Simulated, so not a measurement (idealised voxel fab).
process module | voxel ribs on slabs
cross-section cut | 190 nm wide | cells 5 nm
A cross-section is a grid of square cells, given in bands from the top down. A band is one or more rows of cells.
Each band's line starts with the height of the band's top and of its bottom, in nm. Then come its materials from left to right, each with its width in nm. One material with "throughout" fills the band from edge to edge. "air" is empty space.
Height 0 is the level under which the wafer as received is all one material. The lowest band goes on downwards, as in "0 down".
A width such as "30 to 40" changes by the same amount from each row of cells to the next, from the band's top row to its bottom row.
"no change" after a step means that no cell of the cross-section changed.
closed voids: empty space of 8 cells or more with no open way to the top, each as width x height at its distance from the left edge, in nm
after a step's settings: what the simulator itself notes on the step
overlay nm, on a step with a mask: how far to the right of its planned place the mask lay; to the left if negative
plan
1 op RECEIVE | material Si
2 op DIRECTIONAL_DEP | material SiO2 | thk nm 25
3 op DIRECTIONAL_DEP | material SiN | thk nm 15
4 op PATTERN | tone cover | mask id RIB | material resist | width nm 30 | thk nm 20 | overlay nm 0
5 op DIRECTIONAL_ETCH | etch materials SiN | depth nm 5
6 op STRIP | etch materials resist
7 op MASKED_ETCH | tone cover | mask id SLAB | width nm 80 | etch materials SiN | depth nm 10 | overlay nm 0
8 op FILL_DEP | material SiO2 | thk nm 20
9 op CMP | height nm 50
10 op DIRECTIONAL_DEP | material TiN | thk nm 10
11 op PATTERN | tone cover | mask id HEATER | material resist | width nm 40 | thk nm 20 | overlay nm 0
12 op DIRECTIONAL_ETCH | etch materials TiN | depth nm 10
13 op STRIP | etch materials resist
14 op CONFORMAL_DEP | material SiN | thk nm 5
as received, after step 1
  0 down: Si throughout
  closed voids: none
a wafer at the end: this start, this plan, one mistake
  60 to 50: air 75 | TiN 40 | air 75
  50 to 40: SiO2 throughout
  40 to 35: SiO2 80 | SiN 30 | SiO2 80
  35 to 25: SiO2 55 | SiN 80 | SiO2 55
  25 to 0: SiO2 throughout
  0 down: Si throughout
  closed voids: none
what went wrong: step 14 was left out
